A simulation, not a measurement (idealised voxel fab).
Name of the process module below: voxel released beams
Cross-sectional view cut (width: 255 nm; square cell size: 5 nm).
Cross-section = grid of square cells, listed top down in bands; band = one or more rows.
Heads up on the band format: heights come first, top then bottom, in nm. After that it's the materials left to right, each with its width in nm. A single material flagged "edge to edge" fills the whole band edge to edge, and "empty" means there's empty space there.
It should be noted that heights are counted from 0, beneath which the wafer as supplied is of one material throughout, and that the lowest band possesses no lower boundary but continues downward, as written in "0 and below".
When a width is written as two numbers, as in "30 to 40", the first number is the width in the top row of cells of the band and the second is the width in its bottom row, and the width changes by the same amount from each row to the next.
It should be understood that the words "no alteration", when stated for a given step, signify that the cross-section underwent no change in any of its cells during that step.
In "Enclosed empty spaces" the enclosed voids are listed, meaning empty spaces of 8 cells or larger without any opening to the top. The form is width x height at distance, distance from the left edge, units nm.
Post-settings text on a step line: simulator's own remark regarding the step.
The line of a step may include "overlay nm". On a step with a mask, this value is how far to the right of its planned place the mask lay. A negative value means the mask lay to the left.
**The process steps that were planned are listed below**
1) RECEIVE | material Si
2) CONFORMAL_DEP | material Al2O3 | thk nm 5
3) DIRECTIONAL_DEP | material SiO2 | thk nm 20
4) PATTERN | tone open | mask id ANCHOR | material resist | width nm 35 | thk nm 20 | overlay nm 0
5) DIRECTIONAL_ETCH | etch materials SiO2 | depth nm 20
6) STRIP | etch materials resist
7) CONFORMAL_DEP | material SiN | thk nm 15
8) MASKED_ETCH | tone cover | mask id BEAM | width nm 120 | etch materials SiN | depth nm 15 | overlay nm 0
9) STRIP | etch materials SiO2
**The first of a set of two wafers, run to plan**
**Cross-section of the wafer as it came to us, i.e., already through step 1**
    0 and below: Si edge to edge
    Enclosed empty spaces: none
**after step 2**
    5 down to 0: Al2O3 edge to edge
    For the remainder of the cross-section, below 0, there is no change.
**after step 3**
    25 down to 5: SiO2 edge to edge
    For the remainder of the cross-section, below 5, there is no change.
**after step 4**
    45 down to 25: 70 of resist / 35 of empty / 150 of resist
    For the remainder of the cross-section, below 25, there is no change.
**after step 5**
    45 down to 25: 70 of resist / 35 of empty / 150 of resist
    25 down to 5: 70 of SiO2 / 35 of empty / 150 of SiO2
    For the remainder of the cross-section, below 5, there is no change.
**after step 6**
    25 down to 5: 70 of SiO2 / 35 of empty / 150 of SiO2
    For the remainder of the cross-section, below 5, there is no change.
**after step 7**
    40 down to 25: 85 of SiN / 5 of empty / 165 of SiN
    25 down to 20: 70 of SiO2 / 15 of SiN / 5 of empty / 15 of SiN / 150 of SiO2
    20 down to 5: 70 of SiO2 / 35 of SiN / 150 of SiO2
    For the remainder of the cross-section, below 5, there is no change.
**after step 8**
    40 down to 25: 65 of empty / 20 of SiN / 5 of empty / 95 of SiN / 70 of empty
    For the remainder of the cross-section, below 25, there is no change.
**after step 9**
    40 down to 25: 65 of empty / 20 of SiN / 5 of empty / 95 of SiN / 70 of empty
    25 down to 20: 70 of empty / 15 of SiN / 5 of empty / 15 of SiN / 150 of empty
    20 down to 5: 70 of empty / 35 of SiN / 150 of empty
    For the remainder of the cross-section, below 5, there is no change.
**Second wafer, same starting conditions and recipe as the first, one mistake in executing it, nothing differs from the first up to and including step 1**
**Second wafer shown in cross-section at the time step 2 was slated to end**
    20 down to 0: SiO2 edge to edge
    For the remainder of the cross-section, below 0, there is no change.
**Second wafer shown in cross-section at the time step 3 was slated to end**
    25 down to 20: Al2O3 edge to edge
    For the remainder of the cross-section, below 20, there is no change.
**Second wafer shown in cross-section at the time step 4 was slated to end**
    45 down to 25: 70 of resist / 35 of empty / 150 of resist
    For the remainder of the cross-section, below 25, there is no change.
Second wafer shown in cross-section at the time step 5 was slated to end: no alteration
**Second wafer shown in cross-section at the time step 6 was slated to end**
    25 down to 20: Al2O3 edge to edge
    For the remainder of the cross-section, below 20, there is no change.
**Second wafer shown in cross-section at the time step 7 was slated to end**
    40 down to 25: SiN edge to edge
    For the remainder of the cross-section, below 25, there is no change.
**Second wafer shown in cross-section at the time step 8 was slated to end**
    40 down to 25: 65 of empty / 120 of SiN / 70 of empty
    For the remainder of the cross-section, below 25, there is no change.
Second wafer shown in cross-section at the time step 9 was slated to end: no alteration
Against the plan, the run slipped here: the executed order of steps 2 and 3 is the reverse of that specified in the plan, each step having taken the other's position
Bottom line after processing is that, in cells, the second wafer is up or down on some materials versus the first: -24 SiN; +204 SiO2
